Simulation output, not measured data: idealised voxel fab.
process module | voxel transistor to metal
Cross-section cut spans 180 nm and uses square cells 5 nm in size.
Format of a cross-section: grid, square cells. Given as bands. Order: top down. Band: one or more rows of cells. Per band: top height and bottom height in nm, followed by the left-to-right materials and their widths in nm; "everywhere" marks a single material spanning edge to edge, "empty" marks empty space. Where do heights start? At 0: under that level the wafer as delivered is made of one material only. And the lowest band has no floor; it just carries on downward, as in "0 nm and below". Width: "30 to 40" (first number = top row, second number = bottom row, same change from row to row of cells). Key: "nothing got changed" - step with no changed cell in the cross-section. The entry "Sealed void listing" lists the empty spaces that cover at least 8 cells and have no open path to the top. Each is written as width x height at distance, where the distance is measured from the left edge and all three values are in nm. Heads up: the bit after the settings on a step's line is the simulator's remark on that step. "overlay nm", when on a step's line for a step with a mask, measures how far to the right of its planned place the mask lay; a negative measure means to the left. Note: before/after cross-section pairs follow, one process step per pair, after-side truncated at the lowest changed band, step and settings given beneath. Different runs of this module on the same starting wafer may supply the pairs; a pair continues the one above only where the "Prior to step" entry says so.

**Prior to step**
* 55 nm to 50 nm | SiCN everywhere
* 50 nm to 30 nm | lowk=40  TiN=5  Cu=10  TiN=5  lowk=60  TiN=5  Cu=10  TiN=5  lowk=40
* 30 nm to 25 nm | SiN=40  TiN=20  SiN=60  TiN=20  SiN=40
* 25 nm to 15 nm | SiO2=40  TiN=5  Ru=10  TiN=5  SiO2=60  TiN=5  Ru=10  TiN=5  SiO2=40
* 15 nm to 10 nm | SiO2=40  TiN=5  Ru=10  TiN=5  SiO2=5  SiN=10  HfO2=5  TiN=5  W=10  TiN=5  HfO2=5  SiN=10  SiO2=5  TiN=5  Ru=10  TiN=5  SiO2=40
* 10 nm to 5 nm | SiO2=40  TiN=20  SiO2=5  SiN=10  HfO2=5  TiN=20  HfO2=5  SiN=10  SiO2=5  TiN=20  SiO2=40
* 5 nm to 0 nm | SiO2=30  SiN=10  pSi=25  SiO2=5  HfO2=40  SiO2=5  pSi=25  SiN=10  SiO2=30
* 0 nm to -5 nm | SiO2=45  Si=90  SiO2=45
* -5 nm to -30 nm | SiO2=40  Si=100  SiO2=40
* -30 nm and below | Si everywhere
* Sealed void listing: none

**Step Result**
* 85 nm to 55 nm | SiO2 everywhere
* Whatever lies below 55 is exactly as it was before.
* Sealed void listing: none
Processing between the before and after sections above: DIRECTIONAL_DEP,material SiO2,thk nm 30

Prior to step: This step starts from the configuration shown after the step in the pair immediately above.

**Step Result**
* 85 nm to 55 nm | SiO2=40  empty=15  SiO2=65  empty=15  SiO2=45
* Whatever lies below 55 is exactly as it was before.
* Sealed void listing: none
Processing between the before and after sections above: MASKED_ETCH,tone open,mask id METAL_2_HOLES,width nm 15,pitch nm 80,etch materials SiO2,depth nm 30,overlay nm 0

Prior to step: This step starts from the configuration shown after the step in the pair immediately above.

**Step Result**
* 85 nm to 65 nm | SiO2=40  empty=20  SiO2=60  empty=20  SiO2=40
* Whatever lies below 65 is exactly as it was before.
* Sealed void listing: none
Processing between the before and after sections above: MASKED_ETCH,tone open,mask id METAL_2,width nm 20,pitch nm 80,etch materials SiO2,depth nm 20,overlay nm 0

Prior to step: This step starts from the configuration shown after the step in the pair immediately above.

**Step Result**
* 85 nm to 65 nm | SiO2=40  empty=20  SiO2=60  empty=20  SiO2=40
* 65 nm to 55 nm | SiO2=40  empty=15  SiO2=65  empty=15  SiO2=45
* 55 nm to 50 nm | SiCN=40  empty=15  SiCN=65  empty=15  SiCN=45
* Whatever lies below 50 is exactly as it was before.
* Sealed void listing: none
Processing between the before and after sections above: MASKED_ETCH,tone open,mask id METAL_2,width nm 20,pitch nm 80,etch materials SiCN,depth nm 5,overlay nm 0

Prior to step: This step starts from the configuration shown after the step in the pair immediately above.

**Step Result**
* 90 nm to 85 nm | TiN=45  empty=10  TiN=70  empty=10  TiN=45
* 85 nm to 70 nm | SiO2=40  TiN=5  empty=10  TiN=5  SiO2=60  TiN=5  empty=10  TiN=5  SiO2=40
* 70 nm to 65 nm | SiO2=40  TiN=5  empty=5  TiN=10  SiO2=60  TiN=5  empty=5  TiN=10  SiO2=40
* 65 nm to 55 nm | SiO2=40  TiN=5  empty=5  TiN=5  SiO2=65  TiN=5  empty=5  TiN=5  SiO2=45
* 55 nm to 50 nm | SiCN=40  TiN=15  SiCN=65  TiN=15  SiCN=45
* Whatever lies below 50 is exactly as it was before.
* Sealed void listing: none
Processing between the before and after sections above: CONFORMAL_DEP,material TiN,thk nm 5

Prior to step: This step starts from the configuration shown after the step in the pair immediately above.

**Step Result**
* 100 nm to 90 nm | Ru everywhere
* 90 nm to 85 nm | TiN=45  Ru=10  TiN=70  Ru=10  TiN=45
* 85 nm to 70 nm | SiO2=40  TiN=5  Ru=10  TiN=5  SiO2=60  TiN=5  Ru=10  TiN=5  SiO2=40
* 70 nm to 65 nm | SiO2=40  TiN=5  Ru=5  TiN=10  SiO2=60  TiN=5  Ru=5  TiN=10  SiO2=40
* 65 nm to 55 nm | SiO2=40  TiN=5  Ru=5  TiN=5  SiO2=65  TiN=5  Ru=5  TiN=5  SiO2=45
* Whatever lies below 55 is exactly as it was before.
* Sealed void listing: none
Processing between the before and after sections above: FILL_DEP,material Ru,thk nm 10

Prior to step: This step starts from the configuration shown after the step in the pair immediately above.

**Step Result**
* 85 nm to 70 nm | SiO2=40  TiN=5  Ru=10  TiN=5  SiO2=60  TiN=5  Ru=10  TiN=5  SiO2=40
* Whatever lies below 70 is exactly as it was before.
* Sealed void listing: none
Processing between the before and after sections above: CMP,height nm 85

Prior to step: This step starts from the configuration shown after the step in the pair immediately above.

**Step Result**
* 90 nm to 85 nm | SiN everywhere
* Whatever lies below 85 is exactly as it was before.
* Sealed void listing: none
Processing between the before and after sections above: CONFORMAL_DEP,material SiN,thk nm 5

**Prior to step**
* 30 nm to 20 nm | SiCN everywhere
* 20 nm to 0 nm | polySi everywhere
* 0 nm to -5 nm | SiO2 everywhere
* -5 nm to -35 nm | SiO2=40  Si=100  SiO2=40
* -35 nm and below | Si everywhere
* Sealed void listing: none

**Step Result**
* 45 nm to 30 nm | resist=75  empty=30  resist=75
* Whatever lies below 30 is exactly as it was before.
* Sealed void listing: none
Processing between the before and after sections above: PATTERN,tone open,mask id GATE,material resist,width nm 30,thk nm 15,overlay nm 0

Prior to step: This step starts from the configuration shown after the step in the pair immediately above.

**Step Result**
* 45 nm to 30 nm | resist=75  empty=30  resist=75
* 30 nm to 20 nm | SiCN=75  empty=30  SiCN=75
* Whatever lies below 20 is exactly as it was before.
* Sealed void listing: none
Processing between the before and after sections above: DIRECTIONAL_ETCH,etch materials SiCN,depth nm 20

Prior to step: This step starts from the configuration shown after the step in the pair immediately above.

**Step Result**
* 45 nm to 30 nm | resist=75  empty=30  resist=75
* 30 nm to 20 nm | SiCN=75  empty=30  SiCN=75
* 20 nm to 0 nm | polySi=75  empty=30  polySi=75
* Whatever lies below 0 is exactly as it was before.
* Sealed void listing: none
Processing between the before and after sections above: DIRECTIONAL_ETCH,etch materials polySi,depth nm 30

Prior to step: This step starts from the configuration shown after the step in the pair immediately above.

**Step Result**
* 30 nm to 20 nm | SiCN=75  empty=30  SiCN=75
* Whatever lies below 20 is exactly as it was before.
* Sealed void listing: none
Processing between the before and after sections above: STRIP,etch materials resist

Prior to step: This step starts from the configuration shown after the step in the pair immediately above.

**Step Result**
* 40 nm to 30 nm | SiN=85  empty=10  SiN=85
* 30 nm to 20 nm | SiCN=75  SiN=10  empty=10  SiN=10  SiCN=75
* 20 nm to 10 nm | polySi=75  SiN=10  empty=10  SiN=10  polySi=75
* 10 nm to 0 nm | polySi=75  SiN=30  polySi=75
* Whatever lies below 0 is exactly as it was before.
* Sealed void listing: none
Processing between the before and after sections above: CONFORMAL_DEP,material SiN,thk nm 10

Prior to step: This step starts from the configuration shown after the step in the pair immediately above.

**Step Result**
* 30 nm to 20 nm | SiCN=75  SiN=10  empty=10  SiN=10  SiCN=75
* 20 nm to 0 nm | polySi=75  SiN=10  empty=10  SiN=10  polySi=75
* Whatever lies below 0 is exactly as it was before.
* Sealed void listing: none
Processing between the before and after sections above: DIRECTIONAL_ETCH,etch materials SiN,depth nm 10

Prior to step: This step starts from the configuration shown after the step in the pair immediately above.

**Step Result**
* 30 nm to 20 nm | SiCN=75  SiN=10  empty=10  SiN=10  SiCN=75
* 20 nm to 0 nm | polySi=75  SiN=10  empty=10  SiN=10  polySi=75
* 0 nm to -5 nm | SiO2=85  empty=10  SiO2=85
* Whatever lies below -5 is exactly as it was before.
* Sealed void listing: none
Processing between the before and after sections above: DIRECTIONAL_ETCH,etch materials SiO2,depth nm 5

Prior to step: This step starts from the configuration shown after the step in the pair immediately above.

**Step Result**
* 30 nm to 20 nm | SiCN=75  SiN=10  empty=10  SiN=10  SiCN=75
* 20 nm to 0 nm | polySi=75  SiN=10  empty=10  SiN=10  polySi=75
* 0 nm to -5 nm | SiO2=85  pSi=10  SiO2=85
* Whatever lies below -5 is exactly as it was before.
* Sealed void listing: none
Processing between the before and after sections above: EPI,material pSi,thk nm 5

Prior to step: This step starts from the configuration shown after the step in the pair immediately above.

**Step Result**
* 40 nm to 30 nm | SiO2 everywhere
* 30 nm to 20 nm | SiCN=75  SiN=10  SiO2=10  SiN=10  SiCN=75
* 20 nm to 0 nm | polySi=75  SiN=10  SiO2=10  SiN=10  polySi=75
* Whatever lies below 0 is exactly as it was before.
* Sealed void listing: none
Processing between the before and after sections above: FILL_DEP,material SiO2,thk nm 10

Prior to step: This step starts from the configuration shown after the step in the pair immediately above.

**Step Result**
* 20 nm to 0 nm | polySi=75  SiN=10  SiO2=10  SiN=10  polySi=75
* Whatever lies below 0 is exactly as it was before.
* Sealed void listing: none
Processing between the before and after sections above: CMP,height nm 20

Prior to step: This step starts from the configuration shown after the step in the pair immediately above.

**Step Result**
* 20 nm to 0 nm | empty=75  SiN=10  SiO2=10  SiN=10  empty=75
* Whatever lies below 0 is exactly as it was before.
* Sealed void listing: none
Processing between the before and after sections above: STRIP,etch materials polySi

Prior to step: This step starts from the configuration shown after the step in the pair immediately above.

**Step Result**
* 20 nm to 15 nm | empty=75  SiN=10  empty=10  SiN=10  empty=75
* 15 nm to 0 nm | empty=75  SiN=10  SiO2=10  SiN=10  empty=75
* 0 nm to -5 nm | empty=80  SiO2=5  pSi=10  SiO2=5  empty=80
* Whatever lies below -5 is exactly as it was before.
* Sealed void listing: none
Processing between the before and after sections above: SELECTIVE_ETCH,etch materials SiO2,depth nm 5

Prior to step: This step starts from the configuration shown after the step in the pair immediately above.

**Step Result**
* 25 nm to 20 nm | empty=70  HfO2=40  empty=70
* 20 nm to 15 nm | empty=70  HfO2=5  SiN=10  HfO2=10  SiN=10  HfO2=5  empty=70
* 15 nm to 0 nm | empty=70  HfO2=5  SiN=10  SiO2=10  SiN=10  HfO2=5  empty=70
* 0 nm to -5 nm | HfO2=80  SiO2=5  pSi=10  SiO2=5  HfO2=80
* Whatever lies below -5 is exactly as it was before.
* Sealed void listing: none
Processing between the before and after sections above: CONFORMAL_DEP,material HfO2,thk nm 5

Prior to step: This step starts from the configuration shown after the step in the pair immediately above.

**Step Result**
* 30 nm to 25 nm | empty=65  TiN=50  empty=65
* 25 nm to 20 nm | empty=65  TiN=5  HfO2=40  TiN=5  empty=65
* 20 nm to 15 nm | empty=65  TiN=5  HfO2=5  SiN=10  HfO2=10  SiN=10  HfO2=5  TiN=5  empty=65
* 15 nm to 5 nm | empty=65  TiN=5  HfO2=5  SiN=10  SiO2=10  SiN=10  HfO2=5  TiN=5  empty=65
* 5 nm to 0 nm | TiN=70  HfO2=5  SiN=10  SiO2=10  SiN=10  HfO2=5  TiN=70
* Whatever lies below 0 is exactly as it was before.
* Sealed void listing: none
Processing between the before and after sections above: CONFORMAL_DEP,material TiN,thk nm 5

Prior to step: This step starts from the configuration shown after the step in the pair immediately above.

**Step Result**
* 40 nm to 30 nm | W everywhere
* 30 nm to 25 nm | W=65  TiN=50  W=65
* 25 nm to 20 nm | W=65  TiN=5  HfO2=40  TiN=5  W=65
* 20 nm to 15 nm | W=65  TiN=5  HfO2=5  SiN=10  HfO2=10  SiN=10  HfO2=5  TiN=5  W=65
* 15 nm to 5 nm | W=65  TiN=5  HfO2=5  SiN=10  SiO2=10  SiN=10  HfO2=5  TiN=5  W=65
* Whatever lies below 5 is exactly as it was before.
* Sealed void listing: none
Processing between the before and after sections above: FILL_DEP,material W,thk nm 10

Prior to step: This step starts from the configuration shown after the step in the pair immediately above.

**Step Result**
* 15 nm to 5 nm | W=65  TiN=5  HfO2=5  SiN=10  SiO2=10  SiN=10  HfO2=5  TiN=5  W=65
* Whatever lies below 5 is exactly as it was before.
* Sealed void listing: none
Processing between the before and after sections above: CMP,height nm 15

Prior to step: This step starts from the configuration shown after the step in the pair immediately above.

**Step Result**
* 25 nm to 15 nm | SiO2 everywhere
* Whatever lies below 15 is exactly as it was before.
* Sealed void listing: none
Processing between the before and after sections above: DIRECTIONAL_DEP,material SiO2,thk nm 10

Prior to step: This step starts from the configuration shown after the step in the pair immediately above.

**Step Result**
* 25 nm to 15 nm | SiO2=40  empty=20  SiO2=60  empty=20  SiO2=40
* Whatever lies below 15 is exactly as it was before.
* Sealed void listing: none
Processing between the before and after sections above: MASKED_ETCH,tone open,mask id CONTACT,width nm 20,pitch nm 80,etch materials SiO2,depth nm 25,overlay nm 0

Prior to step: This step starts from the configuration shown after the step in the pair immediately above.

**Step Result**
* 30 nm to 25 nm | TiN=45  empty=10  TiN=70  empty=10  TiN=45
* 25 nm to 20 nm | SiO2=40  TiN=5  empty=10  TiN=5  SiO2=60  TiN=5  empty=10  TiN=5  SiO2=40
* 20 nm to 15 nm | SiO2=40  TiN=20  SiO2=60  TiN=20  SiO2=40
* Whatever lies below 15 is exactly as it was before.
* Sealed void listing: none
Processing between the before and after sections above: CONFORMAL_DEP,material TiN,thk nm 5

Prior to step: This step starts from the configuration shown after the step in the pair immediately above.

**Step Result**
* 35 nm to 30 nm | Ru everywhere
* 30 nm to 25 nm | TiN=45  Ru=10  TiN=70  Ru=10  TiN=45
* 25 nm to 20 nm | SiO2=40  TiN=5  Ru=10  TiN=5  SiO2=60  TiN=5  Ru=10  TiN=5  SiO2=40
* Whatever lies below 20 is exactly as it was before.
* Sealed void listing: none
Processing between the before and after sections above: FILL_DEP,material Ru,thk nm 5

Prior to step: This step starts from the configuration shown after the step in the pair immediately above.

**Step Result**
* 25 nm to 20 nm | SiO2=40  TiN=5  Ru=10  TiN=5  SiO2=60  TiN=5  Ru=10  TiN=5  SiO2=40
* Whatever lies below 20 is exactly as it was before.
* Sealed void listing: none
Processing between the before and after sections above: CMP,height nm 25

Prior to step: This step starts from the configuration shown after the step in the pair immediately above.

**Step Result**
* 30 nm to 25 nm | SiN everywhere
* Whatever lies below 25 is exactly as it was before.
* Sealed void listing: none
Processing between the before and after sections above: CONFORMAL_DEP,material SiN,thk nm 5

Prior to step: This step starts from the configuration shown after the step in the pair immediately above.

**Step Result**
* 50 nm to 30 nm | lowk everywhere
* Whatever lies below 30 is exactly as it was before.
* Sealed void listing: none
Processing between the before and after sections above: DIRECTIONAL_DEP,material lowk,thk nm 20

Prior to step: This step starts from the configuration shown after the step in the pair immediately above.

**Step Result**
* 65 nm to 50 nm | aC everywhere
* Whatever lies below 50 is exactly as it was before.
* Sealed void listing: none
Processing between the before and after sections above: DIRECTIONAL_DEP,material aC,thk nm 15

Prior to step: This step starts from the configuration shown after the step in the pair immediately above.

**Step Result**
* 95 nm to 65 nm | resist=40  empty=20  resist=60  empty=20  resist=40
* Whatever lies below 65 is exactly as it was before.
* Sealed void listing: none
Processing between the before and after sections above: PATTERN,tone open,mask id METAL_1,material resist,width nm 20,pitch nm 80,thk nm 30,overlay nm 0

Prior to step: This step starts from the configuration shown after the step in the pair immediately above.

**Step Result**
* 80 nm to 65 nm | resist=40  empty=20  resist=60  empty=20  resist=40
* 65 nm to 50 nm | aC=40  empty=20  aC=60  empty=20  aC=40
* Whatever lies below 50 is exactly as it was before.
* Sealed void listing: none
Processing between the before and after sections above: DIRECTIONAL_ETCH,etch materials aC,depth nm 15

Prior to step: This step starts from the configuration shown after the step in the pair immediately above.

**Step Result**
* 65 nm to 50 nm | aC=40  empty=20  aC=60  empty=20  aC=40
* Whatever lies below 50 is exactly as it was before.
* Sealed void listing: none
Processing between the before and after sections above: STRIP,etch materials resist

Prior to step: This step starts from the configuration shown after the step in the pair immediately above.

**Step Result**
* 65 nm to 50 nm | aC=40  empty=20  aC=60  empty=20  aC=40
* 50 nm to 30 nm | lowk=40  empty=20  lowk=60  empty=20  lowk=40
* Whatever lies below 30 is exactly as it was before.
* Sealed void listing: none
Processing between the before and after sections above: DIRECTIONAL_ETCH,etch materials lowk,depth nm 20

Prior to step: This step starts from the configuration shown after the step in the pair immediately above.

**Step Result**
* 65 nm to 50 nm | aC=40  empty=20  aC=60  empty=20  aC=40
* 50 nm to 30 nm | lowk=40  empty=20  lowk=60  empty=20  lowk=40
* 30 nm to 25 nm | SiN=40  empty=20  SiN=60  empty=20  SiN=40
* Whatever lies below 25 is exactly as it was before.
* Sealed void listing: none
Processing between the before and after sections above: DIRECTIONAL_ETCH,etch materials SiN,depth nm 5

Prior to step: This step starts from the configuration shown after the step in the pair immediately above.

**Step Result**
* 50 nm to 30 nm | lowk=40  empty=20  lowk=60  empty=20  lowk=40
* Whatever lies below 30 is exactly as it was before.
* Sealed void listing: none
Processing between the before and after sections above: STRIP,etch materials aC

Prior to step: This step starts from the configuration shown after the step in the pair immediately above.

**Step Result**
* 55 nm to 50 nm | TiN=45  empty=10  TiN=70  empty=10  TiN=45
* 50 nm to 30 nm | lowk=40  TiN=5  empty=10  TiN=5  lowk=60  TiN=5  empty=10  TiN=5  lowk=40
* 30 nm to 25 nm | SiN=40  TiN=20  SiN=60  TiN=20  SiN=40
* Whatever lies below 25 is exactly as it was before.
* Sealed void listing: none
Processing between the before and after sections above: CONFORMAL_DEP,material TiN,thk nm 5

Prior to step: This step starts from the configuration shown after the step in the pair immediately above.

**Step Result**
* 60 nm to 55 nm | Cu everywhere
* 55 nm to 50 nm | TiN=45  Cu=10  TiN=70  Cu=10  TiN=45
* 50 nm to 30 nm | lowk=40  TiN=5  Cu=10  TiN=5  lowk=60  TiN=5  Cu=10  TiN=5  lowk=40
* Whatever lies below 30 is exactly as it was before.
* Sealed void listing: none
Processing between the before and after sections above: FILL_DEP,material Cu,thk nm 5

Prior to step: This step starts from the configuration shown after the step in the pair immediately above.

**Step Result**
* 50 nm to 30 nm | lowk=40  TiN=5  Cu=10  TiN=5  lowk=60  TiN=5  Cu=10  TiN=5  lowk=40
* Whatever lies below 30 is exactly as it was before.
* Sealed void listing: none
Processing between the before and after sections above: CMP,height nm 50

Prior to step: This step starts from the configuration shown after the step in the pair immediately above.

**Step Result**
* 55 nm to 50 nm | SiCN everywhere
* Whatever lies below 50 is exactly as it was before.
* Sealed void listing: none
Processing between the before and after sections above: CONFORMAL_DEP,material SiCN,thk nm 5

Prior to step: This step starts from the configuration shown after the step in the pair immediately above.

**Step Result**
* 85 nm to 55 nm | SiO2 everywhere
* Whatever lies below 55 is exactly as it was before.
* Sealed void listing: none
Processing between the before and after sections above: DIRECTIONAL_DEP,material SiO2,thk nm 30

Prior to step: This step starts from the configuration shown after the step in the pair immediately above.

**Step Result**
* 85 nm to 55 nm | SiO2=40  empty=15  SiO2=65  empty=15  SiO2=45
* Whatever lies below 55 is exactly as it was before.
* Sealed void listing: none
Processing between the before and after sections above: MASKED_ETCH,tone open,mask id METAL_2_HOLES,width nm 15,pitch nm 80,etch materials SiO2,depth nm 30,overlay nm 0

Prior to step: This step starts from the configuration shown after the step in the pair immediately above.

**Step Result**
* 85 nm to 65 nm | SiO2=40  empty=20  SiO2=60  empty=20  SiO2=40
* Whatever lies below 65 is exactly as it was before.
* Sealed void listing: none
Processing between the before and after sections above: MASKED_ETCH,tone open,mask id METAL_2,width nm 20,pitch nm 80,etch materials SiO2,depth nm 20,overlay nm 0

Prior to step: This step starts from the configuration shown after the step in the pair immediately above.

**Step Result**
* 85 nm to 65 nm | SiO2=40  empty=20  SiO2=60  empty=20  SiO2=40
* 65 nm to 55 nm | SiO2=40  empty=15  SiO2=65  empty=15  SiO2=45
* 55 nm to 50 nm | SiCN=40  empty=15  SiCN=65  empty=15  SiCN=45
* Whatever lies below 50 is exactly as it was before.
* Sealed void listing: none
Processing between the before and after sections above: MASKED_ETCH,tone open,mask id METAL_2,width nm 20,pitch nm 80,etch materials SiCN,depth nm 5,overlay nm 0

Prior to step: This step starts from the configuration shown after the step in the pair immediately above.

**Step Result**
* 90 nm to 85 nm | TiN=45  empty=10  TiN=70  empty=10  TiN=45
* 85 nm to 70 nm | SiO2=40  TiN=5  empty=10  TiN=5  SiO2=60  TiN=5  empty=10  TiN=5  SiO2=40
* 70 nm to 65 nm | SiO2=40  TiN=5  empty=5  TiN=10  SiO2=60  TiN=5  empty=5  TiN=10  SiO2=40
* 65 nm to 55 nm | SiO2=40  TiN=5  empty=5  TiN=5  SiO2=65  TiN=5  empty=5  TiN=5  SiO2=45
* 55 nm to 50 nm | SiCN=40  TiN=15  SiCN=65  TiN=15  SiCN=45
* Whatever lies below 50 is exactly as it was before.
* Sealed void listing: none
Processing between the before and after sections above: CONFORMAL_DEP,material TiN,thk nm 5

Prior to step: This step starts from the configuration shown after the step in the pair immediately above.

**Step Result**
* 100 nm to 90 nm | Ru everywhere
* 90 nm to 85 nm | TiN=45  Ru=10  TiN=70  Ru=10  TiN=45
* 85 nm to 70 nm | SiO2=40  TiN=5  Ru=10  TiN=5  SiO2=60  TiN=5  Ru=10  TiN=5  SiO2=40
* 70 nm to 65 nm | SiO2=40  TiN=5  Ru=5  TiN=10  SiO2=60  TiN=5  Ru=5  TiN=10  SiO2=40
* 65 nm to 55 nm | SiO2=40  TiN=5  Ru=5  TiN=5  SiO2=65  TiN=5  Ru=5  TiN=5  SiO2=45
* Whatever lies below 55 is exactly as it was before.
* Sealed void listing: none
Processing between the before and after sections above: FILL_DEP,material Ru,thk nm 10

Prior to step: This step starts from the configuration shown after the step in the pair immediately above.

**Step Result**
* 85 nm to 70 nm | SiO2=40  TiN=5  Ru=10  TiN=5  SiO2=60  TiN=5  Ru=10  TiN=5  SiO2=40
* Whatever lies below 70 is exactly as it was before.
* Sealed void listing: none
Processing between the before and after sections above: CMP,height nm 85

Prior to step: This step starts from the configuration shown after the step in the pair immediately above.

**Step Result**
* 90 nm to 85 nm | SiN everywhere
* Whatever lies below 85 is exactly as it was before.
* Sealed void listing: none
Processing between the before and after sections above: CONFORMAL_DEP,material SiN,thk nm 5
